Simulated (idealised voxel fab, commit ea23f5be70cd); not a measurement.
Process module name: voxel double patterning
The cross-section shown here is cut; it is 230 nm wide and divided into square cells measuring 5 nm on a side.
Cross-section, as written here: a square-cell grid given band by band from the top down, where a band holds one or more rows of cells.
Band: top and bottom heights (nm) first, top before bottom; then materials from left to right, widths in nm. "full width" marks a sole material filling the band edge to edge. "blank" denotes empty space.
Heights are measured from 0, the level below which the as-received wafer is all one material; the lowest band has no bottom and continues downward, written as in "from 0 down".
A two-number width, for instance "30..40", indicates that the width is equal to the first number in the top row of the band and to the second number in the bottom row, and that it changes by a constant amount per row of cells.
"remained the same" means the step left every cell of the cross-section as it was.
Closed empty spaces (no open way to the top) of 8 cells or more are what "Trapped voids" lists, each as width x height at distance from the left edge, nm for all three.
Note: text after step settings on the step line = simulator remark on that step.
overlay nm: for a step with a mask, the amount by which the mask lay right of where it was planned; a negative amount means left of it.
Pairs from here to the end. Each: cross-section before one process step, cross-section after it, the latter only as far down as the lowest band that changed. Under each: the step between, and its settings. Mind that the pairs may be taken from different runs of this module on the same starting wafer; whether a pair continues from the pair above depends on its entry headed "State on entry", and it does only where that entry says so.
State on entry:
> from 0 down | Si full width
> Trapped voids: none
Step Outcome:
> from 5 to 0 | SiO2 full width
> Below 0, no change.
> Trapped voids: none
The cross-sections above show the structure before and after this step: op CONFORMAL_DEP | material SiO2 | thk nm 5
State on entry: look at the pair above, its after cross-section is where this step starts.
Step Outcome:
> from 15 to 5 | TiN full width
> Below 5, no change.
> Trapped voids: none
The cross-sections above show the structure before and after this step: op DIRECTIONAL_DEP | material TiN | thk nm 10
State on entry: look at the pair above, its after cross-section is where this step starts.
Step Outcome:
> from 20 to 15 | SiCN full width
> Below 15, no change.
> Trapped voids: none
The cross-sections above show the structure before and after this step: op DIRECTIONAL_DEP | material SiCN | thk nm 5
State on entry: look at the pair above, its after cross-section is where this step starts.
Step Outcome:
> from 35 to 20 | aC full width
> Below 20, no change.
> Trapped voids: none
The cross-sections above show the structure before and after this step: op DIRECTIONAL_DEP | material aC | thk nm 15
State on entry: look at the pair above, its after cross-section is where this step starts.
Step Outcome:
> from 65 to 35 | 80 of resist; 15 of blank; 35 of resist; 15 of blank; 85 of resist
> Below 35, no change.
> Trapped voids: none
The cross-sections above show the structure before and after this step: op PATTERN | tone open | mask id FIRST | material resist | width nm 15 | pitch nm 50 | thk nm 30 | overlay nm 0
State on entry: look at the pair above, its after cross-section is where this step starts.
Step Outcome:
> from 50 to 35 | 80 of resist; 15 of blank; 35 of resist; 15 of blank; 85 of resist
> from 35 to 20 | 80 of aC; 15 of blank; 35 of aC; 15 of blank; 85 of aC
> Below 20, no change.
> Trapped voids: none
The cross-sections above show the structure before and after this step: op DIRECTIONAL_ETCH | etch materials aC | depth nm 15
State on entry: look at the pair above, its after cross-section is where this step starts.
Step Outcome:
> from 35 to 20 | 80 of aC; 15 of blank; 35 of aC; 15 of blank; 85 of aC
> Below 20, no change.
> Trapped voids: none
The cross-sections above show the structure before and after this step: op STRIP | etch materials resist
State on entry: look at the pair above, its after cross-section is where this step starts.
Step Outcome:
> from 35 to 20 | 80 of aC; 15 of blank; 35 of aC; 15 of blank; 85 of aC
> from 20 to 15 | 80 of SiCN; 15 of blank; 35 of SiCN; 15 of blank; 85 of SiCN
> Below 15, no change.
> Trapped voids: none
The cross-sections above show the structure before and after this step: op DIRECTIONAL_ETCH | etch materials SiCN | depth nm 5
State on entry: look at the pair above, its after cross-section is where this step starts.
Step Outcome:
> from 20 to 15 | 80 of SiCN; 15 of blank; 35 of SiCN; 15 of blank; 85 of SiCN
> Below 15, no change.
> Trapped voids: none
The cross-sections above show the structure before and after this step: op STRIP | etch materials aC
State on entry: look at the pair above, its after cross-section is where this step starts.
Step Outcome:
> from 20 to 15 | 80 of SiCN; 15 of blank; 10 of SiCN; 15 of blank; 10 of SiCN; 15 of blank; 85 of SiCN
> Below 15, no change.
> Trapped voids: none
The cross-sections above show the structure before and after this step: op MASKED_ETCH | tone open | mask id SECOND | width nm 15 | etch materials SiCN | depth nm 5 | overlay nm 0
State on entry: look at the pair above, its after cross-section is where this step starts.
Step Outcome:
> from 20 to 15 | 80 of SiCN; 15 of blank; 10 of SiCN; 15 of blank; 10 of SiCN; 15 of blank; 85 of SiCN
> from 15 to 5 | 80 of TiN; 15 of blank; 10 of TiN; 15 of blank; 10 of TiN; 15 of blank; 85 of TiN
> Below 5, no change.
> Trapped voids: none
The cross-sections above show the structure before and after this step: op DIRECTIONAL_ETCH | etch materials TiN | depth nm 10
State on entry: look at the pair above, its after cross-section is where this step starts.
Step Outcome:
> from 15 to 5 | 80 of TiN; 15 of blank; 10 of TiN; 15 of blank; 10 of TiN; 15 of blank; 85 of TiN
> Below 5, no change.
> Trapped voids: none
The cross-sections above show the structure before and after this step: op STRIP | etch materials SiCN
State on entry:
> from 0 down | Si full width
> Trapped voids: none
Step Outcome:
> from 10 to 0 | TiN full width
> Below 0, no change.
> Trapped voids: none
The cross-sections above show the structure before and after this step: op DIRECTIONAL_DEP | material TiN | thk nm 10
State on entry: look at the pair above, its after cross-section is where this step starts.
Step Outcome:
> from 15 to 10 | SiCN full width
> Below 10, no change.
> Trapped voids: none
The cross-sections above show the structure before and after this step: op DIRECTIONAL_DEP | material SiCN | thk nm 5
State on entry: look at the pair above, its after cross-section is where this step starts.
Step Outcome:
> from 30 to 15 | aC full width
> Below 15, no change.
> Trapped voids: none
The cross-sections above show the structure before and after this step: op DIRECTIONAL_DEP | material aC | thk nm 15
State on entry: look at the pair above, its after cross-section is where this step starts.
Step Outcome:
> from 60 to 30 | 80 of resist; 15 of blank; 35 of resist; 15 of blank; 85 of resist
> Below 30, no change.
> Trapped voids: none
The cross-sections above show the structure before and after this step: op PATTERN | tone open | mask id FIRST | material resist | width nm 15 | pitch nm 50 | thk nm 30 | overlay nm 0
State on entry: look at the pair above, its after cross-section is where this step starts.
Step Outcome:
> from 45 to 30 | 80 of resist; 15 of blank; 35 of resist; 15 of blank; 85 of resist
> from 30 to 15 | 80 of aC; 15 of blank; 35 of aC; 15 of blank; 85 of aC
> Below 15, no change.
> Trapped voids: none
The cross-sections above show the structure before and after this step: op DIRECTIONAL_ETCH | etch materials aC | depth nm 15
State on entry: look at the pair above, its after cross-section is where this step starts.
Step Outcome:
> from 30 to 15 | 80 of aC; 15 of blank; 35 of aC; 15 of blank; 85 of aC
> Below 15, no change.
> Trapped voids: none
The cross-sections above show the structure before and after this step: op STRIP | etch materials resist
State on entry: look at the pair above, its after cross-section is where this step starts.
Step Outcome:
> from 30 to 15 | 80 of aC; 15 of blank; 35 of aC; 15 of blank; 85 of aC
> from 15 to 10 | 80 of SiCN; 15 of blank; 35 of SiCN; 15 of blank; 85 of SiCN
> Below 10, no change.
> Trapped voids: none
The cross-sections above show the structure before and after this step: op DIRECTIONAL_ETCH | etch materials SiCN | depth nm 5
State on entry: look at the pair above, its after cross-section is where this step starts.
Step Outcome:
> from 15 to 10 | 80 of SiCN; 15 of blank; 35 of SiCN; 15 of blank; 85 of SiCN
> Below 10, no change.
> Trapped voids: none
The cross-sections above show the structure before and after this step: op STRIP | etch materials aC
State on entry: look at the pair above, its after cross-section is where this step starts.
Step Outcome:
> from 15 to 10 | 80 of SiCN; 15 of blank; 10 of SiCN; 15 of blank; 10 of SiCN; 15 of blank; 85 of SiCN
> Below 10, no change.
> Trapped voids: none
The cross-sections above show the structure before and after this step: op MASKED_ETCH | tone open | mask id SECOND | width nm 15 | etch materials SiCN | depth nm 5 | overlay nm 0
State on entry: look at the pair above, its after cross-section is where this step starts.
Step Outcome:
> from 15 to 10 | 80 of SiCN; 15 of blank; 10 of SiCN; 15 of blank; 10 of SiCN; 15 of blank; 85 of SiCN
> from 10 to 0 | 80 of TiN; 15 of blank; 10 of TiN; 15 of blank; 10 of TiN; 15 of blank; 85 of TiN
> Below 0, no change.
> Trapped voids: none
The cross-sections above show the structure before and after this step: op DIRECTIONAL_ETCH | etch materials TiN | depth nm 10
State on entry: look at the pair above, its after cross-section is where this step starts.
Step Outcome:
> from 10 to 0 | 80 of TiN; 15 of blank; 10 of TiN; 15 of blank; 10 of TiN; 15 of blank; 85 of TiN
> Below 0, no change.
> Trapped voids: none
The cross-sections above show the structure before and after this step: op STRIP | etch materials SiCN
State on entry:
> from 10 to 0 | TiN full width
> from 0 down | Si full width
> Trapped voids: none
Step Outcome:
> from 15 to 10 | SiO2 full width
> Below 10, no change.
> Trapped voids: none
The cross-sections above show the structure before and after this step: op CONFORMAL_DEP | material SiO2 | thk nm 5
State on entry: look at the pair above, its after cross-section is where this step starts.
Step Outcome:
> from 20 to 15 | SiCN full width
> Below 15, no change.
> Trapped voids: none
The cross-sections above show the structure before and after this step: op DIRECTIONAL_DEP | material SiCN | thk nm 5
State on entry: look at the pair above, its after cross-section is where this step starts.
Step Outcome:
> from 35 to 20 | aC full width
> Below 20, no change.
> Trapped voids: none
The cross-sections above show the structure before and after this step: op DIRECTIONAL_DEP | material aC | thk nm 15
State on entry: look at the pair above, its after cross-section is where this step starts.
Step Outcome:
> from 65 to 35 | 80 of resist; 15 of blank; 35 of resist; 15 of blank; 85 of resist
> Below 35, no change.
> Trapped voids: none
The cross-sections above show the structure before and after this step: op PATTERN | tone open | mask id FIRST | material resist | width nm 15 | pitch nm 50 | thk nm 30 | overlay nm 0
State on entry: look at the pair above, its after cross-section is where this step starts.
Step Outcome:
> from 50 to 35 | 80 of resist; 15 of blank; 35 of resist; 15 of blank; 85 of resist
> from 35 to 20 | 80 of aC; 15 of blank; 35 of aC; 15 of blank; 85 of aC
> Below 20, no change.
> Trapped voids: none
The cross-sections above show the structure before and after this step: op DIRECTIONAL_ETCH | etch materials aC | depth nm 15
State on entry: look at the pair above, its after cross-section is where this step starts.
Step Outcome:
> from 35 to 20 | 80 of aC; 15 of blank; 35 of aC; 15 of blank; 85 of aC
> Below 20, no change.
> Trapped voids: none
The cross-sections above show the structure before and after this step: op STRIP | etch materials resist
State on entry: look at the pair above, its after cross-section is where this step starts.
Step Outcome:
> from 35 to 20 | 80 of aC; 15 of blank; 35 of aC; 15 of blank; 85 of aC
> from 20 to 15 | 80 of SiCN; 15 of blank; 35 of SiCN; 15 of blank; 85 of SiCN
> Below 15, no change.
> Trapped voids: none
The cross-sections above show the structure before and after this step: op DIRECTIONAL_ETCH | etch materials SiCN | depth nm 5
State on entry: look at the pair above, its after cross-section is where this step starts.
Step Outcome:
> from 20 to 15 | 80 of SiCN; 15 of blank; 35 of SiCN; 15 of blank; 85 of SiCN
> Below 15, no change.
> Trapped voids: none
The cross-sections above show the structure before and after this step: op STRIP | etch materials aC
State on entry: look at the pair above, its after cross-section is where this step starts.
Step Outcome:
> from 20 to 15 | 80 of SiCN; 15 of blank; 10 of SiCN; 15 of blank; 10 of SiCN; 15 of blank; 85 of SiCN
> Below 15, no change.
> Trapped voids: none
The cross-sections above show the structure before and after this step: op MASKED_ETCH | tone open | mask id SECOND | width nm 15 | etch materials SiCN | depth nm 5 | overlay nm 0
State on entry: look at the pair above, its after cross-section is where this step starts.
Step Outcome:
> from 15 to 10 | SiO2 full width
> Below 10, no change.
> Trapped voids: none
The cross-sections above show the structure before and after this step: op STRIP | etch materials SiCN
State on entry:
> from 5 to 0 | SiO2 full width
> from 0 down | Si full width
> Trapped voids: none
Step Outcome:
> from 20 to 5 | TiN full width
> Below 5, no change.
> Trapped voids: none
The cross-sections above show the structure before and after this step: op DIRECTIONAL_DEP | material TiN | thk nm 15
State on entry: look at the pair above, its after cross-section is where this step starts.
Step Outcome:
> from 25 to 20 | SiCN full width
> Below 20, no change.
> Trapped voids: none
The cross-sections above show the structure before and after this step: op DIRECTIONAL_DEP | material SiCN | thk nm 5
State on entry: look at the pair above, its after cross-section is where this step starts.
Step Outcome:
> from 40 to 25 | aC full width
> Below 25, no change.
> Trapped voids: none
The cross-sections above show the structure before and after this step: op DIRECTIONAL_DEP | material aC | thk nm 15
State on entry: look at the pair above, its after cross-section is where this step starts.
Step Outcome:
> from 70 to 40 | 80 of resist; 15 of blank; 35 of resist; 15 of blank; 85 of resist
> Below 40, no change.
> Trapped voids: none
The cross-sections above show the structure before and after this step: op PATTERN | tone open | mask id FIRST | material resist | width nm 15 | pitch nm 50 | thk nm 30 | overlay nm 0
State on entry: look at the pair above, its after cross-section is where this step starts.
Step Outcome:
> from 55 to 40 | 80 of resist; 15 of blank; 35 of resist; 15 of blank; 85 of resist
> from 40 to 25 | 80 of aC; 15 of blank; 35 of aC; 15 of blank; 85 of aC
> Below 25, no change.
> Trapped voids: none
The cross-sections above show the structure before and after this step: op DIRECTIONAL_ETCH | etch materials aC | depth nm 15
State on entry: look at the pair above, its after cross-section is where this step starts.
Step Outcome:
> from 40 to 25 | 80 of aC; 15 of blank; 35 of aC; 15 of blank; 85 of aC
> Below 25, no change.
> Trapped voids: none
The cross-sections above show the structure before and after this step: op STRIP | etch materials resist
State on entry: look at the pair above, its after cross-section is where this step starts.
Step Outcome:
> from 40 to 25 | 80 of aC; 15 of blank; 35 of aC; 15 of blank; 85 of aC
> from 25 to 20 | 80 of SiCN; 15 of blank; 35 of SiCN; 15 of blank; 85 of SiCN
> Below 20, no change.
> Trapped voids: none
The cross-sections above show the structure before and after this step: op DIRECTIONAL_ETCH | etch materials SiCN | depth nm 5
State on entry: look at the pair above, its after cross-section is where this step starts.
Step Outcome:
> from 25 to 20 | 80 of SiCN; 15 of blank; 35 of SiCN; 15 of blank; 85 of SiCN
> Below 20, no change.
> Trapped voids: none
The cross-sections above show the structure before and after this step: op STRIP | etch materials aC
State on entry: look at the pair above, its after cross-section is where this step starts.
Step Outcome:
> from 25 to 20 | 80 of SiCN; 15 of blank; 10 of SiCN; 15 of blank; 10 of SiCN; 15 of blank; 85 of SiCN
> Below 20, no change.
> Trapped voids: none
The cross-sections above show the structure before and after this step: op MASKED_ETCH | tone open | mask id SECOND | width nm 15 | etch materials SiCN | depth nm 5 | overlay nm 0
State on entry: look at the pair above, its after cross-section is where this step starts.
Step Outcome:
> from 25 to 20 | 80 of SiCN; 15 of blank; 10 of SiCN; 15 of blank; 10 of SiCN; 15 of blank; 85 of SiCN
> from 20 to 10 | 80 of TiN; 15 of blank; 10 of TiN; 15 of blank; 10 of TiN; 15 of blank; 85 of TiN
> Below 10, no change.
> Trapped voids: none
The cross-sections above show the structure before and after this step: op DIRECTIONAL_ETCH | etch materials TiN | depth nm 10
State on entry: look at the pair above, its after cross-section is where this step starts.
Step Outcome:
> from 20 to 10 | 80 of TiN; 15 of blank; 10 of TiN; 15 of blank; 10 of TiN; 15 of blank; 85 of TiN
> Below 10, no change.
> Trapped voids: none
The cross-sections above show the structure before and after this step: op STRIP | etch materials SiCN
State on entry:
> from 20 to 15 | 80 of SiCN; 15 of blank; 35 of SiCN; 15 of blank; 85 of SiCN
> from 15 to 5 | TiN full width
> from 5 to 0 | SiO2 full width
> from 0 down | Si full width
> Trapped voids: none
Step Outcome:
> from 20 to 15 | 80 of SiCN; 15 of blank; 10 of SiCN; 20 of blank; 5 of SiCN; 15 of blank; 85 of SiCN
> Below 15, no change.
> Trapped voids: none
The cross-sections above show the structure before and after this step: op MASKED_ETCH | tone open | mask id SECOND | width nm 20 | etch materials SiCN | depth nm 5 | overlay nm 0
State on entry: look at the pair above, its after cross-section is where this step starts.
Step Outcome:
> from 20 to 15 | 80 of SiCN; 15 of blank; 10 of SiCN; 20 of blank; 5 of SiCN; 15 of blank; 85 of SiCN
> from 15 to 5 | 80 of TiN; 15 of blank; 10 of TiN; 20 of blank; 5 of TiN; 15 of blank; 85 of TiN
> Below 5, no change.
> Trapped voids: none
The cross-sections above show the structure before and after this step: op DIRECTIONAL_ETCH | etch materials TiN | depth nm 10
State on entry: look at the pair above, its after cross-section is where this step starts.
Step Outcome:
> from 15 to 5 | 80 of TiN; 15 of blank; 10 of TiN; 20 of blank; 5 of TiN; 15 of blank; 85 of TiN
> Below 5, no change.
> Trapped voids: none
The cross-sections above show the structure before and after this step: op STRIP | etch materials SiCN
State on entry:
> from 20 to 15 | 80 of SiCN; 15 of blank; 35 of SiCN; 15 of blank; 85 of SiCN
> from 15 to 5 | TiN full width
> from 5 to 0 | SiO2 full width
> from 0 down | Si full width
> Trapped voids: none
Step Outcome:
> from 20 to 15 | 80 of SiCN; 15 of blank; 20 of SiCN; 30 of blank; 85 of SiCN
> Below 15, no change.
> Trapped voids: none
The cross-sections above show the structure before and after this step: op MASKED_ETCH | tone open | mask id SECOND | width nm 15 | etch materials SiCN | depth nm 5 | overlay nm 10
State on entry: look at the pair above, its after cross-section is where this step starts.
Step Outcome:
> from 20 to 15 | 80 of SiCN; 15 of blank; 20 of SiCN; 30 of blank; 85 of SiCN
> from 15 to 5 | 80 of TiN; 15 of blank; 20 of TiN; 30 of blank; 85 of TiN
> Below 5, no change.
> Trapped voids: none
The cross-sections above show the structure before and after this step: op DIRECTIONAL_ETCH | etch materials TiN | depth nm 10
State on entry: look at the pair above, its after cross-section is where this step starts.
Step Outcome:
> from 15 to 5 | 80 of TiN; 15 of blank; 20 of TiN; 30 of blank; 85 of TiN
> Below 5, no change.
> Trapped voids: none
The cross-sections above show the structure before and after this step: op STRIP | etch materials SiCN
State on entry:
> from 15 to 5 | TiN full width
> from 5 to 0 | SiO2 full width
> from 0 down | Si full width
> Trapped voids: none
Step Outcome:
> from 20 to 5 | TiN full width
> Below 5, no change.
> Trapped voids: none
The cross-sections above show the structure before and after this step: op DIRECTIONAL_DEP | material TiN | thk nm 5
State on entry: look at the pair above, its after cross-section is where this step starts.
Step Outcome:
> from 35 to 20 | aC full width
> Below 20, no change.
> Trapped voids: none
The cross-sections above show the structure before and after this step: op DIRECTIONAL_DEP | material aC | thk nm 15
State on entry: look at the pair above, its after cross-section is where this step starts.
Step Outcome:
> from 65 to 35 | 80 of resist; 15 of blank; 35 of resist; 15 of blank; 85 of resist
> Below 35, no change.
> Trapped voids: none
The cross-sections above show the structure before and after this step: op PATTERN | tone open | mask id FIRST | material resist | width nm 15 | pitch nm 50 | thk nm 30 | overlay nm 0
State on entry: look at the pair above, its after cross-section is where this step starts.
Step Outcome:
> from 50 to 35 | 80 of resist; 15 of blank; 35 of resist; 15 of blank; 85 of resist
> from 35 to 20 | 80 of aC; 15 of blank; 35 of aC; 15 of blank; 85 of aC
> Below 20, no change.
> Trapped voids: none
The cross-sections above show the structure before and after this step: op DIRECTIONAL_ETCH | etch materials aC | depth nm 15
State on entry: look at the pair above, its after cross-section is where this step starts.
Step Outcome:
> from 35 to 20 | 80 of aC; 15 of blank; 35 of aC; 15 of blank; 85 of aC
> Below 20, no change.
> Trapped voids: none
The cross-sections above show the structure before and after this step: op STRIP | etch materials resist
State on entry: look at the pair above, its after cross-section is where this step starts.
Step Outcome:
> from 20 to 5 | TiN full width
> Below 5, no change.
> Trapped voids: none
The cross-sections above show the structure before and after this step: op STRIP | etch materials aC
State on entry: look at the pair above, its after cross-section is where this step starts.
Step Outcome:
> from 10 to 5 | TiN full width
> Below 5, no change.
> Trapped voids: none
The cross-sections above show the structure before and after this step: op DIRECTIONAL_ETCH | etch materials TiN | depth nm 10
State on entry:
> from 20 to 15 | 80 of SiCN; 15 of blank; 35 of SiCN; 15 of blank; 85 of SiCN
> from 15 to 5 | TiN full width
> from 5 to 0 | SiO2 full width
> from 0 down | Si full width
> Trapped voids: none
Step Outcome:
> from 20 to 15 | 105 of blank; 15 of SiCN; 110 of blank
> Below 15, no change.
> Trapped voids: none
The cross-sections above show the structure before and after this step: op MASKED_ETCH | tone cover | mask id SECOND | width nm 15 | etch materials SiCN | depth nm 5 | overlay nm 0
State on entry: look at the pair above, its after cross-section is where this step starts.
Step Outcome:
> from 20 to 15 | 105 of blank; 15 of SiCN; 110 of blank
> from 15 to 5 | 105 of blank; 15 of TiN; 110 of blank
> Below 5, no change.
> Trapped voids: none
The cross-sections above show the structure before and after this step: op DIRECTIONAL_ETCH | etch materials TiN | depth nm 10
State on entry: look at the pair above, its after cross-section is where this step starts.
Step Outcome:
> from 15 to 5 | 105 of blank; 15 of TiN; 110 of blank
> Below 5, no change.
> Trapped voids: none
The cross-sections above show the structure before and after this step: op STRIP | etch materials SiCN
